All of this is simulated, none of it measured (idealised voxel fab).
The process module that follows is named voxel self aligned contacts.
Section cut is 225 nm wide and gridded with 5 nm square cells.
Reading order for cross-sections: top band down to bottom band. Underlying form: a grid of square cells. Band size: one or more rows of cells. Quick guide to a band line: top height, bottom height (nm) up front; then every material left to right with its width in nm. Only one material and it's marked "throughout"? Then it fills the band edge to edge. And "empty" just means empty space. The level at which height equals 0 is the one under which the wafer, as it arrives, is entirely one material. No lower edge exists for the bottom band, which continues downward and is notated as in "z 0 and below". It should be noted that a width expressed as "30 to 40" varies in equal increments from row to row of cells within the band, taking the value of the first number at the top row and that of the second number at the bottom row. Where the words "no change occurred" appear for a step, the cross-section shows no cell changed by that step; every cell remained as before. In "Sealed internal cavities" the enclosed voids are listed, meaning empty spaces of 8 cells or larger without any opening to the top. The form is width x height at distance, distance from the left edge, units nm. It should be noted that, on the line of a given step, the content following the step's settings is a remark produced by the simulator itself with respect to that step. overlay nm: right-of-plan distance of the mask on a masked step; negative values mean left-of-plan.
THE PLANNED PROCESS STEPS ARE ENUMERATED HEREUNDER
1. RECEIVE [material Si]
2. OXIDIZE [depth nm 5]
3. DIRECTIONAL_DEP [material polySi] [thk nm 20]
4. DIRECTIONAL_DEP [material SiN] [thk nm 25]
5. DIRECTIONAL_DEP [material aC] [thk nm 10]
6. PATTERN [tone cover] [mask id GATE] [material resist] [width nm 25] [pitch nm 70] [thk nm 25] [overlay nm 0]
7. DIRECTIONAL_ETCH [etch materials aC] [depth nm 10]
8. STRIP [etch materials resist]
9. DIRECTIONAL_ETCH [etch materials SiN] [depth nm 25]
10. DIRECTIONAL_ETCH [etch materials polySi] [depth nm 20]
11. STRIP [etch materials aC]
12. CONFORMAL_DEP [material SiN] [thk nm 10]
13. DIRECTIONAL_ETCH [etch materials SiN] [depth nm 10]
14. FILL_DEP [material SiO2] [thk nm 15]
15. CMP [height nm 50]
16. DIRECTIONAL_DEP [material aC] [thk nm 10]
17. PATTERN [tone open] [mask id CONTACT] [material resist] [width nm 55] [pitch nm 70] [thk nm 30] [overlay nm 0]
18. DIRECTIONAL_ETCH [etch materials aC] [depth nm 10]
19. STRIP [etch materials resist]
20. DIRECTIONAL_ETCH [etch materials SiO2] [depth nm 55]
21. STRIP [etch materials aC]
22. CONFORMAL_DEP [material TiN] [thk nm 5]
23. FILL_DEP [material Ru] [thk nm 10]
24. CMP [height nm 50]
25. CONFORMAL_DEP [material SiN] [thk nm 5]
STEP 1 COMPLETE: CROSS-SECTION OF THE WAFER AS RECEIVED
	z 0 and below = Si throughout
	Sealed internal cavities: none
RUN AS PLANNED - FIRST OF THE TWO WAFERS CROSS-SECTIONED AT THE END OF THE MODULE
	z 55 to 50 = SiN throughout
	z 50 to 45 = SiO2: 50, TiN: 20, Ru: 15, TiN: 20, SiO2: 15, TiN: 20, Ru: 15, TiN: 20, SiO2: 50
	z 45 to 20 = SiO2: 20, SiN: 45, TiN: 5, Ru: 15, TiN: 5, SiN: 45, TiN: 5, Ru: 15, TiN: 5, SiN: 45, SiO2: 20
	z 20 to 0 = SiO2: 20, SiN: 10, polySi: 25, SiN: 10, TiN: 5, Ru: 15, TiN: 5, SiN: 10, polySi: 25, SiN: 10, TiN: 5, Ru: 15, TiN: 5, SiN: 10, polySi: 25, SiN: 10, SiO2: 20
	z 0 to -5 = SiO2: 65, TiN: 25, SiO2: 45, TiN: 25, SiO2: 65
	z -5 and below = Si throughout
	Sealed internal cavities: none
SECOND WAFER AT THE END: LIKE START, LIKE PLAN, ONE MISTAKE
	z 55 to 50 = SiN throughout
	z 50 to 45 = SiO2: 50, SiN: 20, Ru: 15, SiN: 20, SiO2: 15, SiN: 20, Ru: 15, SiN: 20, SiO2: 50
	z 45 to 20 = SiO2: 20, SiN: 50, Ru: 15, SiN: 55, Ru: 15, SiN: 50, SiO2: 20
	z 20 to 0 = SiO2: 20, SiN: 10, polySi: 25, SiN: 15, Ru: 15, SiN: 15, polySi: 25, SiN: 15, Ru: 15, SiN: 15, polySi: 25, SiN: 10, SiO2: 20
	z 0 to -5 = SiO2: 65, SiN: 25, SiO2: 45, SiN: 25, SiO2: 65
	z -5 and below = Si throughout
	Sealed internal cavities: none
Deviation from plan: off-plan run, step 22, actual operation and settings CONFORMAL_DEP [material SiN] [thk nm 5]
The closing comparison, in cells, has the second wafer with more or fewer of some materials than the first: SiN +62, TiN -62
